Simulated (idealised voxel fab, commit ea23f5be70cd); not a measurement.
The process module that follows is named voxel trench capacitor.
Square cell edge 5 nm, section width 275 nm, ID cut.
Heads up, the way a cross-section reads in here is a grid of square cells, handed over as bands from the top down, with every band being one or more rows of cells. The entry gives the band's vertical extent as a top height and a bottom height in nm, then its horizontal make-up as materials from left to right, each with a width in nm. "empty" stands for empty space; a single material marked "full width" fills the band edge to edge. Ref level 0: as-received wafer is one material below here. Bottom band extends down with no lower bound ("0 nm and below"). The expression "30 to 40" gives the width at the extremes of the band, the first number at its top row of cells and the second at its bottom row, with the width changing by equal amounts from each row to the next in between. When a step is marked "nothing different", none of the cells in the cross-section changed during that step. Enclosed voids (no open way to top), threshold 8 cells or more, entry "Cavities, sealed", notation width x height at distance, distance from left edge, nm. after a step's settings: what the simulator itself notes on the step. "overlay nm" on a masked step: distance the mask lay right of its planned place, negative for left.

## Process steps - plan
1,RECEIVE,material Si
2,CONFORMAL_DEP,material SiN,thk nm 10
3,PATTERN,tone open,mask id TRENCH,material resist,width nm 25,pitch nm 40,thk nm 15,overlay nm 0
4,DIRECTIONAL_ETCH,etch materials SiN,depth nm 10
5,DIRECTIONAL_ETCH,etch materials Si,depth nm 40
6,STRIP,etch materials resist
7,CONFORMAL_DEP,material Al2O3,thk nm 5
8,CONFORMAL_DEP,material TiN,thk nm 5
9,FILL_DEP,material W,thk nm 10
10,CMP,height nm 10

## Cross-section, incoming material, after step 1
- 0 nm and below | Si full width
- Cavities, sealed: none

## As-planned run: cross-section of the first of two wafers at end of module
- 10 nm to 0 nm | SiN=85, then Al2O3=5, then TiN=5, then W=5, then TiN=5, then Al2O3=5, then SiN=15, then Al2O3=5, then TiN=5, then W=5, then TiN=5, then Al2O3=5, then SiN=15, then Al2O3=5, then TiN=5, then W=5, then TiN=5, then Al2O3=5, then SiN=85
- 0 nm to -30 nm | Si=85, then Al2O3=5, then TiN=5, then W=5, then TiN=5, then Al2O3=5, then Si=15, then Al2O3=5, then TiN=5, then W=5, then TiN=5, then Al2O3=5, then Si=15, then Al2O3=5, then TiN=5, then W=5, then TiN=5, then Al2O3=5, then Si=85
- -30 nm to -35 nm | Si=85, then Al2O3=5, then TiN=15, then Al2O3=5, then Si=15, then Al2O3=5, then TiN=15, then Al2O3=5, then Si=15, then Al2O3=5, then TiN=15, then Al2O3=5, then Si=85
- -35 nm to -40 nm | Si=85, then Al2O3=25, then Si=15, then Al2O3=25, then Si=15, then Al2O3=25, then Si=85
- -40 nm and below | Si full width
- Cavities, sealed: none

## Wafer two, end of module, cross-section. Same start, same plan as wafer one. One mistake in the run
- 10 nm to 5 nm | Al2O3=90, then TiN=5, then W=5, then TiN=5, then Al2O3=25, then TiN=5, then W=5, then TiN=5, then Al2O3=25, then TiN=5, then W=5, then TiN=5, then Al2O3=90
- 5 nm to 0 nm | SiN=85, then Al2O3=5, then TiN=5, then W=5, then TiN=5, then Al2O3=5, then SiN=15, then Al2O3=5, then TiN=5, then W=5, then TiN=5, then Al2O3=5, then SiN=15, then Al2O3=5, then TiN=5, then W=5, then TiN=5, then Al2O3=5, then SiN=85
- 0 nm to -30 nm | Si=85, then Al2O3=5, then TiN=5, then W=5, then TiN=5, then Al2O3=5, then Si=15, then Al2O3=5, then TiN=5, then W=5, then TiN=5, then Al2O3=5, then Si=15, then Al2O3=5, then TiN=5, then W=5, then TiN=5, then Al2O3=5, then Si=85
- -30 nm to -35 nm | Si=85, then Al2O3=5, then TiN=15, then Al2O3=5, then Si=15, then Al2O3=5, then TiN=15, then Al2O3=5, then Si=15, then Al2O3=5, then TiN=15, then Al2O3=5, then Si=85
- -35 nm to -40 nm | Si=85, then Al2O3=25, then Si=15, then Al2O3=25, then Si=15, then Al2O3=25, then Si=85
- -40 nm and below | Si full width
- Cavities, sealed: none
What went wrong in running the wafer? step 2 ran as: CONFORMAL_DEP,material SiN,thk nm 5
Heads up, by the end the second wafer has more or fewer cells of some materials compared to the first: 40 more of Al2O3; 40 fewer of SiN
